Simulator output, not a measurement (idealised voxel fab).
process module | voxel local oxidation
cross-section cut | 185 nm wide | cells 5 nm
A cross-section is a grid of square cells, given in bands from the top down. A band is one or more rows of cells.
Each band's line starts with the height of the band's top and of its bottom, in nm. Then come its materials from left to right, each with its width in nm. One material with "throughout" fills the band from edge to edge. "air" is empty space.
Height 0 is the level under which the wafer as received is all one material. The lowest band goes on downwards, as in "0 down".
A width such as "30 to 40" changes by the same amount from each row of cells to the next, from the band's top row to its bottom row.
"no change" after a step means that no cell of the cross-section changed.
closed voids: empty space of 8 cells or more with no open way to the top, each as width x height at its distance from the left edge, in nm
after a step's settings: what the simulator itself notes on the step
overlay nm, on a step with a mask: how far to the right of its planned place the mask lay; to the left if negative
plan
1 op RECEIVE | material Si
2 op CONFORMAL_DEP | material SiO2 | thk nm 5
3 op CONFORMAL_DEP | material SiN | thk nm 10
4 op MASKED_ETCH | tone cover | mask id ACTIVE | width nm 90 | etch materials SiN | depth nm 10 | overlay nm 0
5 op SELECTIVE_ETCH | etch materials SiO2 | depth nm 5
6 op OXIDIZE | depth nm 10
7 op STRIP | etch materials SiN
as received, after step 1
  0 down: Si throughout
  closed voids: none
a wafer at the end: this start, this plan, one mistake
  5 to 0: SiO2 40 | air 100 | SiO2 45
  0 to -10: Si 30 | SiO2 120 | Si 35
  -10 down: Si throughout
  closed voids: none
what went wrong: step 4 ran as: op MASKED_ETCH | tone open | mask id ACTIVE | width nm 90 | etch materials SiN | depth nm 10 | overlay nm 0
